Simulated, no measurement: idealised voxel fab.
Presented below is a process module, voxel released beams.
Cross-section cut: width 245 nm, square cells of 5 nm.
Each cross-section below is a grid of square cells, stated as bands in top-down order, with one or more rows of cells making up each band.
What a band's entry tells you: where the top is and where the bottom is, as heights in nm, and after that what lies inside, material by material from left to right, each with its width in nm. Empty space is written as the word "blank", and a single material marked with the word "edge to edge" occupies the band from edge to edge.
Heights are reckoned from 0. Under this level, the received wafer is all of one material. The bottommost band is open-ended downward, for example "0 -> down".
The notation "30..40" denotes a width that varies across the rows of cells in the band, beginning at the first number in the top row, finishing at the second number in the bottom row, and changing by an identical amount from each row to the next.
A step reported as "nothing altered" is a step in which no cell of the cross-section changed.
Look at "Sealed cavities" for the closed voids: empty spaces with no open path to the top, sized 8 cells or up. Each is width x height at distance, distance from the left edge, all nm.
Anything after a step's settings on that line? It's the simulator's own note about the step.
The optional step-line setting "overlay nm" applies to steps with a mask and quantifies how far to the right of its planned location the mask lay, a negative value indicating leftward placement.
## The process steps that were planned are listed below
1. RECEIVE,material Si
2. CONFORMAL_DEP,material SiN,thk nm 10
3. DIRECTIONAL_DEP,material SiO2,thk nm 15
4. MASKED_ETCH,tone open,mask id ANCHOR,width nm 35,etch materials SiO2,depth nm 15,overlay nm 0
5. CONFORMAL_DEP,material W,thk nm 10
6. MASKED_ETCH,tone cover,mask id BEAM,width nm 85,etch materials W,depth nm 10,overlay nm 0
7. STRIP,etch materials SiO2
## Incoming wafer, cross-sectional view, post step 1
- 0 -> down: Si edge to edge
- Sealed cavities: none
## Cross-sectional view of the first of the two wafers upon completion of the module, processed in accordance with the plan
- 35 -> 25: 75 of blank  15 of W  15 of blank  55 of W  85 of blank
- 25 -> 20: 80 of blank  10 of W  15 of blank  10 of W  130 of blank
- 20 -> 10: 80 of blank  35 of W  130 of blank
- 10 -> 0: SiN edge to edge
- 0 -> down: Si edge to edge
- Sealed cavities: none
## Cross-section, second wafer: same start as the first, same plan as the first, one mistake in running it; taken at the end of the module
- 25 -> 20: 75 of blank  15 of W  15 of blank  55 of W  85 of blank
- 20 -> 10: 75..80 of blank  85..35 of W  85..130 of blank
- 10 -> 0: SiN edge to edge
- 0 -> down: Si edge to edge
- Sealed cavities: none
What went wrong in running the wafer? step 3, actual vs plan mismatch, actual run DIRECTIONAL_DEP,material SiO2,thk nm 5
Final comparison by cell count, materials where the second wafer has more or fewer than the first: W -8
